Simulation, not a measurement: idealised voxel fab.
process module | voxel ribs on slabs
cross-section cut | 285 nm wide | cells 5 nm
A cross-section is a grid of square cells, given in bands from the top down. A band is one or more rows of cells.
Each band's line starts with the height of the band's top and of its bottom, in nm. Then come its materials from left to right, each with its width in nm. One material with "throughout" fills the band from edge to edge. "air" is empty space.
Height 0 is the level under which the wafer as received is all one material. The lowest band goes on downwards, as in "0 down".
A width such as "30 to 40" changes by the same amount from each row of cells to the next, from the band's top row to its bottom row.
"no change" after a step means that no cell of the cross-section changed.
closed voids: empty space of 8 cells or more with no open way to the top, each as width x height at its distance from the left edge, in nm
after a step's settings: what the simulator itself notes on the step
overlay nm, on a step with a mask: how far to the right of its planned place the mask lay; to the left if negative
plan
1 op RECEIVE | material Si
2 op DIRECTIONAL_DEP | material SiO2 | thk nm 30
3 op DIRECTIONAL_DEP | material SiN | thk nm 20
4 op MASKED_ETCH | tone cover | mask id RIB | width nm 25 | etch materials SiN | depth nm 15 | overlay nm 0
5 op PATTERN | tone cover | mask id SLAB | material resist | width nm 65 | thk nm 15 | overlay nm 0
6 op DIRECTIONAL_ETCH | etch materials SiN | depth nm 5
7 op STRIP | etch materials resist
8 op FILL_DEP | material SiO2 | thk nm 25
9 op CMP | height nm 70
10 op DIRECTIONAL_DEP | material TiN | thk nm 10
11 op DIRECTIONAL_DEP | material aC | thk nm 15
12 op PATTERN | tone cover | mask id HEATER | material resist | width nm 35 | thk nm 35 | overlay nm 0
13 op DIRECTIONAL_ETCH | etch materials aC | depth nm 15
14 op STRIP | etch materials resist
15 op DIRECTIONAL_ETCH | etch materials TiN | depth nm 10
16 op STRIP | etch materials aC
17 op CONFORMAL_DEP | material SiO2 | thk nm 5
first wafer, as planned
as received, after step 1
  0 down: Si throughout
  closed voids: none
after step 2
  30 to 0: SiO2 throughout
  below 0: unchanged
after step 3
  50 to 30: SiN throughout
  below 30: unchanged
after step 4
  50 to 35: air 130 | SiN 25 | air 130
  below 35: unchanged
after step 5
  65 to 50: air 110 | resist 65 | air 110
  50 to 35: air 110 | resist 20 | SiN 25 | resist 20 | air 110
  below 35: unchanged
after step 6
  65 to 50: air 110 | resist 65 | air 110
  50 to 35: air 110 | resist 20 | SiN 25 | resist 20 | air 110
  35 to 30: air 110 | SiN 65 | air 110
  below 30: unchanged
after step 7
  50 to 35: air 130 | SiN 25 | air 130
  below 35: unchanged
after step 8
  75 to 50: SiO2 throughout
  50 to 35: SiO2 130 | SiN 25 | SiO2 130
  35 to 30: SiO2 110 | SiN 65 | SiO2 110
  below 30: unchanged
after step 9
  70 to 50: SiO2 throughout
  below 50: unchanged
after step 10
  80 to 70: TiN throughout
  below 70: unchanged
after step 11
  95 to 80: aC throughout
  below 80: unchanged
after step 12
  130 to 95: air 125 | resist 35 | air 125
  below 95: unchanged
after step 13
  115 to 95: air 125 | resist 35 | air 125
  95 to 80: air 125 | aC 35 | air 125
  below 80: unchanged
after step 14
  95 to 80: air 125 | aC 35 | air 125
  below 80: unchanged
after step 15
  95 to 80: air 125 | aC 35 | air 125
  80 to 70: air 125 | TiN 35 | air 125
  below 70: unchanged
after step 16
  80 to 70: air 125 | TiN 35 | air 125
  below 70: unchanged
after step 17
  85 to 80: air 120 | SiO2 45 | air 120
  80 to 75: air 120 | SiO2 5 | TiN 35 | SiO2 5 | air 120
  75 to 70: SiO2 125 | TiN 35 | SiO2 125
  below 70: unchanged
second wafer: like start, like plan, one mistake. Through step 14 it matches the first wafer
when step 15 should have ended
  95 to 80: air 125 | aC 35 | air 125
  80 to 75: air 125 | TiN 35 | air 125
  below 75: unchanged
when step 16 should have ended
  80 to 75: air 125 | TiN 35 | air 125
  below 75: unchanged
when step 17 should have ended
  85 to 80: air 120 | SiO2 45 | air 120
  80 to 75: SiO2 125 | TiN 35 | SiO2 125
  below 75: unchanged
what went wrong: step 15 ran as: op DIRECTIONAL_ETCH | etch materials TiN | depth nm 5
at the end the second wafer has, in cells: 2 fewer of SiO2 | 50 more of TiN
